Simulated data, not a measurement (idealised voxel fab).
process module | voxel air gaps
cross-section cut | 290 nm wide | cells 5 nm
A cross-section is a grid of square cells, given in bands from the top down. A band is one or more rows of cells.
Each band's line starts with the height of the band's top and of its bottom, in nm. Then come its materials from left to right, each with its width in nm. One material with "throughout" fills the band from edge to edge. "air" is empty space.
Height 0 is the level under which the wafer as received is all one material. The lowest band goes on downwards, as in "0 down".
A width such as "30 to 40" changes by the same amount from each row of cells to the next, from the band's top row to its bottom row.
"no change" after a step means that no cell of the cross-section changed.
closed voids: empty space of 8 cells or more with no open way to the top, each as width x height at its distance from the left edge, in nm
after a step's settings: what the simulator itself notes on the step
overlay nm, on a step with a mask: how far to the right of its planned place the mask lay; to the left if negative
Each pair below shows a cross-section before one step and the cross-section after it, down to the lowest band that changed. The line under each pair gives the step between them, with its settings. The pairs can come from different runs of this module on the same starting wafer, so a pair continues from the pair above only where its "before" says so.
before
  0 down: Si throughout
  closed voids: none
after
  15 to 0: SiO2 throughout
  below 0: unchanged
  closed voids: none
the step between: op CONFORMAL_DEP | material SiO2 | thk nm 15
before: the cross-section after the pair above
after
  20 to 15: SiN throughout
  below 15: unchanged
  closed voids: none
the step between: op CONFORMAL_DEP | material SiN | thk nm 5
before: the cross-section after the pair above
after
  60 to 20: SiO2 throughout
  below 20: unchanged
  closed voids: none
the step between: op DIRECTIONAL_DEP | material SiO2 | thk nm 40
before: the cross-section after the pair above
after
  75 to 60: resist 80 | air 25 | resist 25 | air 25 | resist 25 | air 25 | resist 85
  below 60: unchanged
  closed voids: none
the step between: op PATTERN | tone open | mask id LINES | material resist | width nm 25 | pitch nm 50 | thk nm 15 | overlay nm 0
before: the cross-section after the pair above
after
  75 to 60: resist 80 | air 25 | resist 25 | air 25 | resist 25 | air 25 | resist 85
  60 to 20: SiO2 80 | air 25 | SiO2 25 | air 25 | SiO2 25 | air 25 | SiO2 85
  below 20: unchanged
  closed voids: none
the step between: op DIRECTIONAL_ETCH | etch materials SiO2 | depth nm 40
before: the cross-section after the pair above
after
  60 to 20: SiO2 80 | air 25 | SiO2 25 | air 25 | SiO2 25 | air 25 | SiO2 85
  below 20: unchanged
  closed voids: none
the step between: op STRIP | etch materials resist
before: the cross-section after the pair above
after
  65 to 60: TiN 85 | air 15 | TiN 35 | air 15 | TiN 35 | air 15 | TiN 90
  60 to 25: SiO2 80 | TiN 5 | air 15 | TiN 5 | SiO2 25 | TiN 5 | air 15 | TiN 5 | SiO2 25 | TiN 5 | air 15 | TiN 5 | SiO2 85
  25 to 20: SiO2 80 | TiN 25 | SiO2 25 | TiN 25 | SiO2 25 | TiN 25 | SiO2 85
  below 20: unchanged
  closed voids: none
the step between: op CONFORMAL_DEP | material TiN | thk nm 5
before: the cross-section after the pair above
after
  70 to 65: Ru throughout
  65 to 60: TiN 85 | Ru 15 | TiN 35 | Ru 15 | TiN 35 | Ru 15 | TiN 90
  60 to 25: SiO2 80 | TiN 5 | Ru 15 | TiN 5 | SiO2 25 | TiN 5 | Ru 15 | TiN 5 | SiO2 25 | TiN 5 | Ru 15 | TiN 5 | SiO2 85
  below 25: unchanged
  closed voids: none
the step between: op FILL_DEP | material Ru | thk nm 5
before: the cross-section after the pair above
after
  60 to 25: SiO2 80 | TiN 5 | Ru 15 | TiN 5 | SiO2 25 | TiN 5 | Ru 15 | TiN 5 | SiO2 25 | TiN 5 | Ru 15 | TiN 5 | SiO2 85
  below 25: unchanged
  closed voids: none
the step between: op CMP | height nm 60
before: the cross-section after the pair above
after
  70 to 60: air 70 | Ru 45 | air 5 | Ru 45 | air 5 | Ru 45 | air 75
  below 60: unchanged
  closed voids: none
the step between: op EPI | material Ru | thk nm 10
before: the cross-section after the pair above
after
  70 to 60: air 70 | Ru 45 | air 5 | Ru 45 | air 5 | Ru 45 | air 75
  60 to 25: air 80 | TiN 5 | Ru 15 | TiN 5 | air 25 | TiN 5 | Ru 15 | TiN 5 | air 25 | TiN 5 | Ru 15 | TiN 5 | air 85
  25 to 20: air 80 | TiN 25 | air 25 | TiN 25 | air 25 | TiN 25 | air 85
  below 20: unchanged
  closed voids: none
the step between: op SELECTIVE_ETCH | etch materials SiO2 | depth nm 50
before: the cross-section after the pair above
after
  75 to 70: air 65 | SiCN 155 | air 70
  70 to 60: air 65 | SiCN 5 | Ru 45 | SiCN 5 | Ru 45 | SiCN 5 | Ru 45 | SiCN 5 | air 70
  60 to 55: air 65 | SiCN 15 | TiN 5 | Ru 15 | TiN 5 | SiCN 25 | TiN 5 | Ru 15 | TiN 5 | SiCN 25 | TiN 5 | Ru 15 | TiN 5 | SiCN 15 | air 70
  55 to 25: air 75 | SiCN 5 | TiN 5 | Ru 15 | TiN 5 | SiCN 5 | air 15 | SiCN 5 | TiN 5 | Ru 15 | TiN 5 | SiCN 5 | air 15 | SiCN 5 | TiN 5 | Ru 15 | TiN 5 | SiCN 5 | air 80
  25 to 20: SiCN 80 | TiN 25 | SiCN 25 | TiN 25 | SiCN 25 | TiN 25 | SiCN 85
  below 20: unchanged
  closed voids: 15 x 30 at 110; 15 x 30 at 160
the step between: op CONFORMAL_DEP | material SiCN | thk nm 5
before
  15 to 0: SiO2 throughout
  0 down: Si throughout
  closed voids: none
after
  55 to 0: SiO2 throughout
  below 0: unchanged
  closed voids: none
the step between: op DIRECTIONAL_DEP | material SiO2 | thk nm 40
before: the cross-section after the pair above
after
  70 to 55: resist 80 | air 25 | resist 25 | air 25 | resist 25 | air 25 | resist 85
  below 55: unchanged
  closed voids: none
the step between: op PATTERN | tone open | mask id LINES | material resist | width nm 25 | pitch nm 50 | thk nm 15 | overlay nm 0
before: the cross-section after the pair above
after
  70 to 55: resist 80 | air 25 | resist 25 | air 25 | resist 25 | air 25 | resist 85
  55 to 15: SiO2 80 | air 25 | SiO2 25 | air 25 | SiO2 25 | air 25 | SiO2 85
  below 15: unchanged
  closed voids: none
the step between: op DIRECTIONAL_ETCH | etch materials SiO2 | depth nm 40
before: the cross-section after the pair above
after
  55 to 15: SiO2 80 | air 25 | SiO2 25 | air 25 | SiO2 25 | air 25 | SiO2 85
  below 15: unchanged
  closed voids: none
the step between: op STRIP | etch materials resist
before: the cross-section after the pair above
after
  60 to 55: TiN 85 | air 15 | TiN 35 | air 15 | TiN 35 | air 15 | TiN 90
  55 to 20: SiO2 80 | TiN 5 | air 15 | TiN 5 | SiO2 25 | TiN 5 | air 15 | TiN 5 | SiO2 25 | TiN 5 | air 15 | TiN 5 | SiO2 85
  20 to 15: SiO2 80 | TiN 25 | SiO2 25 | TiN 25 | SiO2 25 | TiN 25 | SiO2 85
  below 15: unchanged
  closed voids: none
the step between: op CONFORMAL_DEP | material TiN | thk nm 5
before: the cross-section after the pair above
after
  65 to 60: Ru throughout
  60 to 55: TiN 85 | Ru 15 | TiN 35 | Ru 15 | TiN 35 | Ru 15 | TiN 90
  55 to 20: SiO2 80 | TiN 5 | Ru 15 | TiN 5 | SiO2 25 | TiN 5 | Ru 15 | TiN 5 | SiO2 25 | TiN 5 | Ru 15 | TiN 5 | SiO2 85
  below 20: unchanged
  closed voids: none
the step between: op FILL_DEP | material Ru | thk nm 5
before: the cross-section after the pair above
after
  60 to 55: TiN 85 | Ru 15 | TiN 35 | Ru 15 | TiN 35 | Ru 15 | TiN 90
  below 55: unchanged
  closed voids: none
the step between: op CMP | height nm 60
before: the cross-section after the pair above
after
  70 to 60: Ru throughout
  below 60: unchanged
  closed voids: none
the step between: op EPI | material Ru | thk nm 10
before: the cross-section after the pair above
after
  75 to 70: SiCN throughout
  below 70: unchanged
  closed voids: none
the step between: op CONFORMAL_DEP | material SiCN | thk nm 5
before
  15 to 0: SiO2 throughout
  0 down: Si throughout
  closed voids: none
after
  30 to 0: SiO2 throughout
  below 0: unchanged
  closed voids: none
the step between: op CONFORMAL_DEP | material SiO2 | thk nm 15
before: the cross-section after the pair above
after
  35 to 30: SiN throughout
  below 30: unchanged
  closed voids: none
the step between: op CONFORMAL_DEP | material SiN | thk nm 5
before: the cross-section after the pair above
after
  75 to 35: SiO2 throughout
  below 35: unchanged
  closed voids: none
the step between: op DIRECTIONAL_DEP | material SiO2 | thk nm 40
before: the cross-section after the pair above
after
  90 to 75: resist 80 | air 25 | resist 25 | air 25 | resist 25 | air 25 | resist 85
  below 75: unchanged
  closed voids: none
the step between: op PATTERN | tone open | mask id LINES | material resist | width nm 25 | pitch nm 50 | thk nm 15 | overlay nm 0
before: the cross-section after the pair above
after
  90 to 75: resist 80 | air 25 | resist 25 | air 25 | resist 25 | air 25 | resist 85
  75 to 35: SiO2 80 | air 25 | SiO2 25 | air 25 | SiO2 25 | air 25 | SiO2 85
  below 35: unchanged
  closed voids: none
the step between: op DIRECTIONAL_ETCH | etch materials SiO2 | depth nm 40
before: the cross-section after the pair above
after
  75 to 35: SiO2 80 | air 25 | SiO2 25 | air 25 | SiO2 25 | air 25 | SiO2 85
  below 35: unchanged
  closed voids: none
the step between: op STRIP | etch materials resist
before: the cross-section after the pair above
after
  80 to 75: TiN 85 | air 15 | TiN 35 | air 15 | TiN 35 | air 15 | TiN 90
  75 to 40: SiO2 80 | TiN 5 | air 15 | TiN 5 | SiO2 25 | TiN 5 | air 15 | TiN 5 | SiO2 25 | TiN 5 | air 15 | TiN 5 | SiO2 85
  40 to 35: SiO2 80 | TiN 25 | SiO2 25 | TiN 25 | SiO2 25 | TiN 25 | SiO2 85
  below 35: unchanged
  closed voids: none
the step between: op CONFORMAL_DEP | material TiN | thk nm 5
before: the cross-section after the pair above
after
  85 to 80: Ru throughout
  80 to 75: TiN 85 | Ru 15 | TiN 35 | Ru 15 | TiN 35 | Ru 15 | TiN 90
  75 to 40: SiO2 80 | TiN 5 | Ru 15 | TiN 5 | SiO2 25 | TiN 5 | Ru 15 | TiN 5 | SiO2 25 | TiN 5 | Ru 15 | TiN 5 | SiO2 85
  below 40: unchanged
  closed voids: none
the step between: op FILL_DEP | material Ru | thk nm 5
before: the cross-section after the pair above
after
  60 to 40: SiO2 80 | TiN 5 | Ru 15 | TiN 5 | SiO2 25 | TiN 5 | Ru 15 | TiN 5 | SiO2 25 | TiN 5 | Ru 15 | TiN 5 | SiO2 85
  below 40: unchanged
  closed voids: none
the step between: op CMP | height nm 60
before: the cross-section after the pair above
after
  70 to 60: air 70 | Ru 45 | air 5 | Ru 45 | air 5 | Ru 45 | air 75
  below 60: unchanged
  closed voids: none
the step between: op EPI | material Ru | thk nm 10
before: the cross-section after the pair above
after
  70 to 60: air 70 | Ru 45 | air 5 | Ru 45 | air 5 | Ru 45 | air 75
  60 to 40: air 80 | TiN 5 | Ru 15 | TiN 5 | air 25 | TiN 5 | Ru 15 | TiN 5 | air 25 | TiN 5 | Ru 15 | TiN 5 | air 85
  40 to 35: air 80 | TiN 25 | air 25 | TiN 25 | air 25 | TiN 25 | air 85
  below 35: unchanged
  closed voids: none
the step between: op SELECTIVE_ETCH | etch materials SiO2 | depth nm 50
before: the cross-section after the pair above
after
  75 to 70: air 65 | SiCN 155 | air 70
  70 to 60: air 65 | SiCN 5 | Ru 45 | SiCN 5 | Ru 45 | SiCN 5 | Ru 45 | SiCN 5 | air 70
  60 to 55: air 65 | SiCN 15 | TiN 5 | Ru 15 | TiN 5 | SiCN 25 | TiN 5 | Ru 15 | TiN 5 | SiCN 25 | TiN 5 | Ru 15 | TiN 5 | SiCN 15 | air 70
  55 to 40: air 75 | SiCN 5 | TiN 5 | Ru 15 | TiN 5 | SiCN 5 | air 15 | SiCN 5 | TiN 5 | Ru 15 | TiN 5 | SiCN 5 | air 15 | SiCN 5 | TiN 5 | Ru 15 | TiN 5 | SiCN 5 | air 80
  40 to 35: SiCN 80 | TiN 25 | SiCN 25 | TiN 25 | SiCN 25 | TiN 25 | SiCN 85
  below 35: unchanged
  closed voids: 15 x 15 at 110; 15 x 15 at 160
the step between: op CONFORMAL_DEP | material SiCN | thk nm 5
before
  60 to 25: SiO2 80 | TiN 5 | Ru 15 | TiN 5 | SiO2 25 | TiN 5 | Ru 15 | TiN 5 | SiO2 25 | TiN 5 | Ru 15 | TiN 5 | SiO2 85
  25 to 20: SiO2 80 | TiN 25 | SiO2 25 | TiN 25 | SiO2 25 | TiN 25 | SiO2 85
  20 to 15: SiN throughout
  15 to 0: SiO2 throughout
  0 down: Si throughout
  closed voids: none
after
  60 to 25: air 80 | TiN 5 | Ru 15 | TiN 5 | air 25 | TiN 5 | Ru 15 | TiN 5 | air 25 | TiN 5 | Ru 15 | TiN 5 | air 85
  25 to 20: air 80 | TiN 25 | air 25 | TiN 25 | air 25 | TiN 25 | air 85
  below 20: unchanged
  closed voids: none
the step between: op SELECTIVE_ETCH | etch materials SiO2 | depth nm 50
before: the cross-section after the pair above
after
  70 to 60: air 70 | Ru 45 | air 5 | Ru 45 | air 5 | Ru 45 | air 75
  60 to 25: air 70 | Ru 10 | TiN 5 | Ru 15 | TiN 5 | Ru 10 | air 5 | Ru 10 | TiN 5 | Ru 15 | TiN 5 | Ru 10 | air 5 | Ru 10 | TiN 5 | Ru 15 | TiN 5 | Ru 10 | air 75
  25 to 20: air 70 | Ru 10 | TiN 25 | Ru 10 | air 5 | Ru 10 | TiN 25 | Ru 10 | air 5 | Ru 10 | TiN 25 | Ru 10 | air 75
  below 20: unchanged
  closed voids: none
the step between: op EPI | material Ru | thk nm 10
before: the cross-section after the pair above
after
  75 to 70: air 65 | SiCN 155 | air 70
  70 to 60: air 65 | SiCN 5 | Ru 45 | SiCN 5 | Ru 45 | SiCN 5 | Ru 45 | SiCN 5 | air 70
  60 to 25: air 65 | SiCN 5 | Ru 10 | TiN 5 | Ru 15 | TiN 5 | Ru 10 | SiCN 5 | Ru 10 | TiN 5 | Ru 15 | TiN 5 | Ru 10 | SiCN 5 | Ru 10 | TiN 5 | Ru 15 | TiN 5 | Ru 10 | SiCN 5 | air 70
  25 to 20: SiCN 70 | Ru 10 | TiN 25 | Ru 10 | SiCN 5 | Ru 10 | TiN 25 | Ru 10 | SiCN 5 | Ru 10 | TiN 25 | Ru 10 | SiCN 75
  below 20: unchanged
  closed voids: none
the step between: op CONFORMAL_DEP | material SiCN | thk nm 5
before
  70 to 65: Ru throughout
  65 to 60: TiN 85 | Ru 15 | TiN 35 | Ru 15 | TiN 35 | Ru 15 | TiN 90
  60 to 25: SiO2 80 | TiN 5 | Ru 15 | TiN 5 | SiO2 25 | TiN 5 | Ru 15 | TiN 5 | SiO2 25 | TiN 5 | Ru 15 | TiN 5 | SiO2 85
  25 to 20: SiO2 80 | TiN 25 | SiO2 25 | TiN 25 | SiO2 25 | TiN 25 | SiO2 85
  20 to 15: SiN throughout
  15 to 0: SiO2 throughout
  0 down: Si throughout
  closed voids: none
after
  65 to 60: TiN 85 | Ru 15 | TiN 35 | Ru 15 | TiN 35 | Ru 15 | TiN 90
  below 60: unchanged
  closed voids: none
the step between: op CMP | height nm 65
before: the cross-section after the pair above
after
  75 to 65: Ru throughout
  below 65: unchanged
  closed voids: none
the step between: op EPI | material Ru | thk nm 10
before: the cross-section after the pair above
after
  80 to 75: SiCN throughout
  below 75: unchanged
  closed voids: none
the step between: op CONFORMAL_DEP | material SiCN | thk nm 5
before
  60 to 20: SiO2 throughout
  20 to 15: SiN throughout
  15 to 0: SiO2 throughout
  0 down: Si throughout
  closed voids: none
after
  75 to 60: resist 80 | air 30 | resist 20 | air 30 | resist 20 | air 30 | resist 80
  below 60: unchanged
  closed voids: none
the step between: op PATTERN | tone open | mask id LINES | material resist | width nm 30 | pitch nm 50 | thk nm 15 | overlay nm 0
before: the cross-section after the pair above
after
  75 to 60: resist 80 | air 30 | resist 20 | air 30 | resist 20 | air 30 | resist 80
  60 to 20: SiO2 80 | air 30 | SiO2 20 | air 30 | SiO2 20 | air 30 | SiO2 80
  below 20: unchanged
  closed voids: none
the step between: op DIRECTIONAL_ETCH | etch materials SiO2 | depth nm 40
before: the cross-section after the pair above
after
  60 to 20: SiO2 80 | air 30 | SiO2 20 | air 30 | SiO2 20 | air 30 | SiO2 80
  below 20: unchanged
  closed voids: none
the step between: op STRIP | etch materials resist
before: the cross-section after the pair above
after
  65 to 60: TiN 85 | air 20 | TiN 30 | air 20 | TiN 30 | air 20 | TiN 85
  60 to 25: SiO2 80 | TiN 5 | air 20 | TiN 5 | SiO2 20 | TiN 5 | air 20 | TiN 5 | SiO2 20 | TiN 5 | air 20 | TiN 5 | SiO2 80
  25 to 20: SiO2 80 | TiN 30 | SiO2 20 | TiN 30 | SiO2 20 | TiN 30 | SiO2 80
  below 20: unchanged
  closed voids: none
the step between: op CONFORMAL_DEP | material TiN | thk nm 5
before: the cross-section after the pair above
after
  70 to 65: Ru throughout
  65 to 60: TiN 85 | Ru 20 | TiN 30 | Ru 20 | TiN 30 | Ru 20 | TiN 85
  60 to 25: SiO2 80 | TiN 5 | Ru 20 | TiN 5 | SiO2 20 | TiN 5 | Ru 20 | TiN 5 | SiO2 20 | TiN 5 | Ru 20 | TiN 5 | SiO2 80
  below 25: unchanged
  closed voids: none
the step between: op FILL_DEP | material Ru | thk nm 5
before: the cross-section after the pair above
after
  60 to 25: SiO2 80 | TiN 5 | Ru 20 | TiN 5 | SiO2 20 | TiN 5 | Ru 20 | TiN 5 | SiO2 20 | TiN 5 | Ru 20 | TiN 5 | SiO2 80
  below 25: unchanged
  closed voids: none
the step between: op CMP | height nm 60
before: the cross-section after the pair above
after
  70 to 60: air 70 | Ru 150 | air 70
  below 60: unchanged
  closed voids: none
the step between: op EPI | material Ru | thk nm 10
before: the cross-section after the pair above
after
  70 to 60: air 70 | Ru 150 | air 70
  60 to 25: air 80 | TiN 5 | Ru 20 | TiN 5 | SiO2 20 | TiN 5 | Ru 20 | TiN 5 | SiO2 20 | TiN 5 | Ru 20 | TiN 5 | air 80
  25 to 20: air 80 | TiN 30 | SiO2 20 | TiN 30 | SiO2 20 | TiN 30 | air 80
  below 20: unchanged
  closed voids: none
the step between: op SELECTIVE_ETCH | etch materials SiO2 | depth nm 50
before: the cross-section after the pair above
after
  75 to 70: air 65 | SiCN 160 | air 65
  70 to 60: air 65 | SiCN 5 | Ru 150 | SiCN 5 | air 65
  60 to 55: air 65 | SiCN 15 | TiN 5 | Ru 20 | TiN 5 | SiO2 20 | TiN 5 | Ru 20 | TiN 5 | SiO2 20 | TiN 5 | Ru 20 | TiN 5 | SiCN 15 | air 65
  55 to 25: air 75 | SiCN 5 | TiN 5 | Ru 20 | TiN 5 | SiO2 20 | TiN 5 | Ru 20 | TiN 5 | SiO2 20 | TiN 5 | Ru 20 | TiN 5 | SiCN 5 | air 75
  25 to 20: SiCN 80 | TiN 30 | SiO2 20 | TiN 30 | SiO2 20 | TiN 30 | SiCN 80
  below 20: unchanged
  closed voids: none
the step between: op CONFORMAL_DEP | material SiCN | thk nm 5
before
  60 to 20: SiO2 throughout
  20 to 15: SiN throughout
  15 to 0: SiO2 throughout
  0 down: Si throughout
  closed voids: none
after
  75 to 60: resist 90 | air 25 | resist 25 | air 25 | resist 25 | air 25 | resist 75
  below 60: unchanged
  closed voids: none
the step between: op PATTERN | tone open | mask id LINES | material resist | width nm 25 | pitch nm 50 | thk nm 15 | overlay nm 10
before: the cross-section after the pair above
after
  75 to 60: resist 90 | air 25 | resist 25 | air 25 | resist 25 | air 25 | resist 75
  60 to 20: SiO2 90 | air 25 | SiO2 25 | air 25 | SiO2 25 | air 25 | SiO2 75
  below 20: unchanged
  closed voids: none
the step between: op DIRECTIONAL_ETCH | etch materials SiO2 | depth nm 40
before: the cross-section after the pair above
after
  60 to 20: SiO2 90 | air 25 | SiO2 25 | air 25 | SiO2 25 | air 25 | SiO2 75
  below 20: unchanged
  closed voids: none
the step between: op STRIP | etch materials resist
before: the cross-section after the pair above
after
  65 to 60: TiN 95 | air 15 | TiN 35 | air 15 | TiN 35 | air 15 | TiN 80
  60 to 25: SiO2 90 | TiN 5 | air 15 | TiN 5 | SiO2 25 | TiN 5 | air 15 | TiN 5 | SiO2 25 | TiN 5 | air 15 | TiN 5 | SiO2 75
  25 to 20: SiO2 90 | TiN 25 | SiO2 25 | TiN 25 | SiO2 25 | TiN 25 | SiO2 75
  below 20: unchanged
  closed voids: none
the step between: op CONFORMAL_DEP | material TiN | thk nm 5
before: the cross-section after the pair above
after
  70 to 65: Ru throughout
  65 to 60: TiN 95 | Ru 15 | TiN 35 | Ru 15 | TiN 35 | Ru 15 | TiN 80
  60 to 25: SiO2 90 | TiN 5 | Ru 15 | TiN 5 | SiO2 25 | TiN 5 | Ru 15 | TiN 5 | SiO2 25 | TiN 5 | Ru 15 | TiN 5 | SiO2 75
  below 25: unchanged
  closed voids: none
the step between: op FILL_DEP | material Ru | thk nm 5
before: the cross-section after the pair above
after
  60 to 25: SiO2 90 | TiN 5 | Ru 15 | TiN 5 | SiO2 25 | TiN 5 | Ru 15 | TiN 5 | SiO2 25 | TiN 5 | Ru 15 | TiN 5 | SiO2 75
  below 25: unchanged
  closed voids: none
the step between: op CMP | height nm 60
before: the cross-section after the pair above
after
  70 to 60: air 80 | Ru 45 | air 5 | Ru 45 | air 5 | Ru 45 | air 65
  below 60: unchanged
  closed voids: none
the step between: op EPI | material Ru | thk nm 10
before: the cross-section after the pair above
after
  70 to 60: air 80 | Ru 45 | air 5 | Ru 45 | air 5 | Ru 45 | air 65
  60 to 25: air 90 | TiN 5 | Ru 15 | TiN 5 | air 25 | TiN 5 | Ru 15 | TiN 5 | air 25 | TiN 5 | Ru 15 | TiN 5 | air 75
  25 to 20: air 90 | TiN 25 | air 25 | TiN 25 | air 25 | TiN 25 | air 75
  below 20: unchanged
  closed voids: none
the step between: op SELECTIVE_ETCH | etch materials SiO2 | depth nm 50
before: the cross-section after the pair above
after
  75 to 70: air 75 | SiCN 155 | air 60
  70 to 60: air 75 | SiCN 5 | Ru 45 | SiCN 5 | Ru 45 | SiCN 5 | Ru 45 | SiCN 5 | air 60
  60 to 55: air 75 | SiCN 15 | TiN 5 | Ru 15 | TiN 5 | SiCN 25 | TiN 5 | Ru 15 | TiN 5 | SiCN 25 | TiN 5 | Ru 15 | TiN 5 | SiCN 15 | air 60
  55 to 25: air 85 | SiCN 5 | TiN 5 | Ru 15 | TiN 5 | SiCN 5 | air 15 | SiCN 5 | TiN 5 | Ru 15 | TiN 5 | SiCN 5 | air 15 | SiCN 5 | TiN 5 | Ru 15 | TiN 5 | SiCN 5 | air 70
  25 to 20: SiCN 90 | TiN 25 | SiCN 25 | TiN 25 | SiCN 25 | TiN 25 | SiCN 75
  below 20: unchanged
  closed voids: 15 x 30 at 120; 15 x 30 at 170
the step between: op CONFORMAL_DEP | material SiCN | thk nm 5
before
  65 to 60: TiN 85 | air 15 | TiN 35 | air 15 | TiN 35 | air 15 | TiN 90
  60 to 25: SiO2 80 | TiN 5 | air 15 | TiN 5 | SiO2 25 | TiN 5 | air 15 | TiN 5 | SiO2 25 | TiN 5 | air 15 | TiN 5 | SiO2 85
  25 to 20: SiO2 80 | TiN 25 | SiO2 25 | TiN 25 | SiO2 25 | TiN 25 | SiO2 85
  20 to 15: SiN throughout
  15 to 0: SiO2 throughout
  0 down: Si throughout
  closed voids: none
after
  70 to 65: SiO2 throughout
  65 to 60: TiN 85 | SiO2 15 | TiN 35 | SiO2 15 | TiN 35 | SiO2 15 | TiN 90
  60 to 25: SiO2 80 | TiN 5 | SiO2 15 | TiN 5 | SiO2 25 | TiN 5 | SiO2 15 | TiN 5 | SiO2 25 | TiN 5 | SiO2 15 | TiN 5 | SiO2 85
  below 25: unchanged
  closed voids: none
the step between: op FILL_DEP | material SiO2 | thk nm 5
before: the cross-section after the pair above
after
  60 to 25: SiO2 80 | TiN 5 | SiO2 15 | TiN 5 | SiO2 25 | TiN 5 | SiO2 15 | TiN 5 | SiO2 25 | TiN 5 | SiO2 15 | TiN 5 | SiO2 85
  below 25: unchanged
  closed voids: none
the step between: op CMP | height nm 60
before: the cross-section after the pair above
after
  70 to 60: air 70 | Ru 45 | air 5 | Ru 45 | air 5 | Ru 45 | air 75
  below 60: unchanged
  closed voids: none
the step between: op EPI | material Ru | thk nm 10
before: the cross-section after the pair above
after
  70 to 60: air 70 | Ru 45 | air 5 | Ru 45 | air 5 | Ru 45 | air 75
  60 to 25: air 80 | TiN 5 | SiO2 15 | TiN 5 | air 25 | TiN 5 | SiO2 15 | TiN 5 | air 25 | TiN 5 | SiO2 15 | TiN 5 | air 85
  25 to 20: air 80 | TiN 25 | air 25 | TiN 25 | air 25 | TiN 25 | air 85
  below 20: unchanged
  closed voids: none
the step between: op SELECTIVE_ETCH | etch materials SiO2 | depth nm 50
before: the cross-section after the pair above
after
  75 to 70: air 65 | SiCN 155 | air 70
  70 to 60: air 65 | SiCN 5 | Ru 45 | SiCN 5 | Ru 45 | SiCN 5 | Ru 45 | SiCN 5 | air 70
  60 to 55: air 65 | SiCN 15 | TiN 5 | SiO2 15 | TiN 5 | SiCN 25 | TiN 5 | SiO2 15 | TiN 5 | SiCN 25 | TiN 5 | SiO2 15 | TiN 5 | SiCN 15 | air 70
  55 to 25: air 75 | SiCN 5 | TiN 5 | SiO2 15 | TiN 5 | SiCN 5 | air 15 | SiCN 5 | TiN 5 | SiO2 15 | TiN 5 | SiCN 5 | air 15 | SiCN 5 | TiN 5 | SiO2 15 | TiN 5 | SiCN 5 | air 80
  25 to 20: SiCN 80 | TiN 25 | SiCN 25 | TiN 25 | SiCN 25 | TiN 25 | SiCN 85
  below 20: unchanged
  closed voids: 15 x 30 at 110; 15 x 30 at 160
the step between: op CONFORMAL_DEP | material SiCN | thk nm 5
before
  60 to 20: SiO2 throughout
  20 to 15: SiN throughout
  15 to 0: SiO2 throughout
  0 down: Si throughout
  closed voids: none
after
  75 to 60: air 80 | resist 25 | air 25 | resist 25 | air 25 | resist 25 | air 85
  below 60: unchanged
  closed voids: none
the step between: op PATTERN | tone cover | mask id LINES | material resist | width nm 25 | pitch nm 50 | thk nm 15 | overlay nm 0
before: the cross-section after the pair above
after
  75 to 60: air 80 | resist 25 | air 25 | resist 25 | air 25 | resist 25 | air 85
  60 to 20: air 80 | SiO2 25 | air 25 | SiO2 25 | air 25 | SiO2 25 | air 85
  below 20: unchanged
  closed voids: none
the step between: op DIRECTIONAL_ETCH | etch materials SiO2 | depth nm 40
before: the cross-section after the pair above
after
  60 to 20: air 80 | SiO2 25 | air 25 | SiO2 25 | air 25 | SiO2 25 | air 85
  below 20: unchanged
  closed voids: none
the step between: op STRIP | etch materials resist
before: the cross-section after the pair above
after
  65 to 60: air 75 | TiN 35 | air 15 | TiN 35 | air 15 | TiN 35 | air 80
  60 to 25: air 75 | TiN 5 | SiO2 25 | TiN 5 | air 15 | TiN 5 | SiO2 25 | TiN 5 | air 15 | TiN 5 | SiO2 25 | TiN 5 | air 80
  25 to 20: TiN 80 | SiO2 25 | TiN 25 | SiO2 25 | TiN 25 | SiO2 25 | TiN 85
  below 20: unchanged
  closed voids: none
the step between: op CONFORMAL_DEP | material TiN | thk nm 5
before: the cross-section after the pair above
after
  70 to 65: Ru throughout
  65 to 60: Ru 75 | TiN 35 | Ru 15 | TiN 35 | Ru 15 | TiN 35 | Ru 80
  60 to 25: Ru 75 | TiN 5 | SiO2 25 | TiN 5 | Ru 15 | TiN 5 | SiO2 25 | TiN 5 | Ru 15 | TiN 5 | SiO2 25 | TiN 5 | Ru 80
  below 25: unchanged
  closed voids: none
the step between: op FILL_DEP | material Ru | thk nm 5
before: the cross-section after the pair above
after
  60 to 25: Ru 75 | TiN 5 | SiO2 25 | TiN 5 | Ru 15 | TiN 5 | SiO2 25 | TiN 5 | Ru 15 | TiN 5 | SiO2 25 | TiN 5 | Ru 80
  below 25: unchanged
  closed voids: none
the step between: op CMP | height nm 60
before: the cross-section after the pair above
after
  70 to 60: Ru 90 | air 5 | Ru 45 | air 5 | Ru 45 | air 5 | Ru 95
  below 60: unchanged
  closed voids: none
the step between: op EPI | material Ru | thk nm 10
before: the cross-section after the pair above
after
  70 to 60: Ru 90 | air 5 | Ru 45 | air 5 | Ru 45 | air 5 | Ru 95
  60 to 25: Ru 75 | TiN 5 | air 25 | TiN 5 | Ru 15 | TiN 5 | air 25 | TiN 5 | Ru 15 | TiN 5 | air 25 | TiN 5 | Ru 80
  25 to 20: TiN 80 | air 25 | TiN 25 | air 25 | TiN 25 | air 25 | TiN 85
  below 20: unchanged
  closed voids: none
the step between: op SELECTIVE_ETCH | etch materials SiO2 | depth nm 50
before: the cross-section after the pair above
after
  75 to 70: SiCN throughout
  70 to 60: Ru 90 | SiCN 5 | Ru 45 | SiCN 5 | Ru 45 | SiCN 5 | Ru 95
  60 to 55: Ru 75 | TiN 5 | SiCN 25 | TiN 5 | Ru 15 | TiN 5 | SiCN 25 | TiN 5 | Ru 15 | TiN 5 | SiCN 25 | TiN 5 | Ru 80
  55 to 25: Ru 75 | TiN 5 | SiCN 5 | air 15 | SiCN 5 | TiN 5 | Ru 15 | TiN 5 | SiCN 5 | air 15 | SiCN 5 | TiN 5 | Ru 15 | TiN 5 | SiCN 5 | air 15 | SiCN 5 | TiN 5 | Ru 80
  25 to 20: TiN 80 | SiCN 25 | TiN 25 | SiCN 25 | TiN 25 | SiCN 25 | TiN 85
  below 20: unchanged
  closed voids: 15 x 30 at 85; 15 x 30 at 135; 15 x 30 at 185
the step between: op CONFORMAL_DEP | material SiCN | thk nm 5
